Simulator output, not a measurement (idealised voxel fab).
Herein follows the process module entitled voxel ribs on slabs.
Displayed cross-section: cut, width of 250 nm, square cells sized 5 nm.
Format of a cross-section: grid, square cells. Given as bands. Order: top down. Band: one or more rows of cells. First you get the band's top height and its bottom height, in nm, and then the materials it's made of, left to right, with each width in nm. If you see a single material with "throughout", that one covers the band edge to edge. "blank" is empty space. Beneath 0, the wafer as received is one material, and that level is where height counting begins. The lowest band goes on downward without a bottom; it is written like "0 nm and below". Top row gets the first number, bottom row gets the second, and each row in between changes by the same step: that is how a band width like "30..40" works. A step reported as "no modifications" is a step in which no cell of the cross-section changed. If an empty space has no open way to the top and is at least 8 cells in size, "Enclosed void inventory" lists it, written width x height at distance, where distance is measured from the left edge and every value is in nm. Note: text after step settings on the step line = simulator remark on that step. Regarding "overlay nm": on a step with a mask, it is the distance the mask lay to the right of its planned place; a negative value places it to the left.

## plan
1 RECEIVE [material Si]
2 DIRECTIONAL_DEP [material SiO2] [thk nm 25]
3 DIRECTIONAL_DEP [material polySi] [thk nm 15]
4 PATTERN [tone cover] [mask id RIB] [material resist] [width nm 30] [thk nm 20] [overlay nm 0]
5 DIRECTIONAL_ETCH [etch materials polySi] [depth nm 10]
6 STRIP [etch materials resist]
7 MASKED_ETCH [tone cover] [mask id SLAB] [width nm 90] [etch materials polySi] [depth nm 5] [overlay nm 0]
8 FILL_DEP [material SiO2] [thk nm 25]
9 CMP [height nm 60]
10 DIRECTIONAL_DEP [material TiN] [thk nm 5]
11 MASKED_ETCH [tone cover] [mask id HEATER] [width nm 40] [etch materials TiN] [depth nm 5] [overlay nm 0]
12 CONFORMAL_DEP [material SiO2] [thk nm 10]

## Step 1 complete: cross-section of the wafer as received
  0 nm and below = Si throughout
  Enclosed void inventory: none

## Cross-section taken at module completion on the first of two wafers; processed per the plan
  75 nm to 70 nm = 95 of blank; 60 of SiO2; 95 of blank
  70 nm to 65 nm = SiO2 throughout
  65 nm to 60 nm = 105 of SiO2; 40 of TiN; 105 of SiO2
  60 nm to 40 nm = SiO2 throughout
  40 nm to 30 nm = 110 of SiO2; 30 of polySi; 110 of SiO2
  30 nm to 25 nm = 80 of SiO2; 90 of polySi; 80 of SiO2
  25 nm to 0 nm = SiO2 throughout
  0 nm and below = Si throughout
  Enclosed void inventory: none

## Module end: cross-section of wafer two of two. Same start and process plan as the first wafer. One mistake during execution
  75 nm to 65 nm = SiO2 throughout
  65 nm to 60 nm = polySi throughout
  60 nm to 40 nm = SiO2 throughout
  40 nm to 30 nm = 110 of SiO2; 30 of polySi; 110 of SiO2
  30 nm to 25 nm = 80 of SiO2; 90 of polySi; 80 of SiO2
  25 nm to 0 nm = SiO2 throughout
  0 nm and below = Si throughout
  Enclosed void inventory: none
Short version of what went wrong: planned and actual differ for step 10; actual: DIRECTIONAL_DEP [material polySi] [thk nm 5]
Materials where the second wafer ends with more or fewer cells than the first: SiO2 -4 | TiN -8 | polySi +50
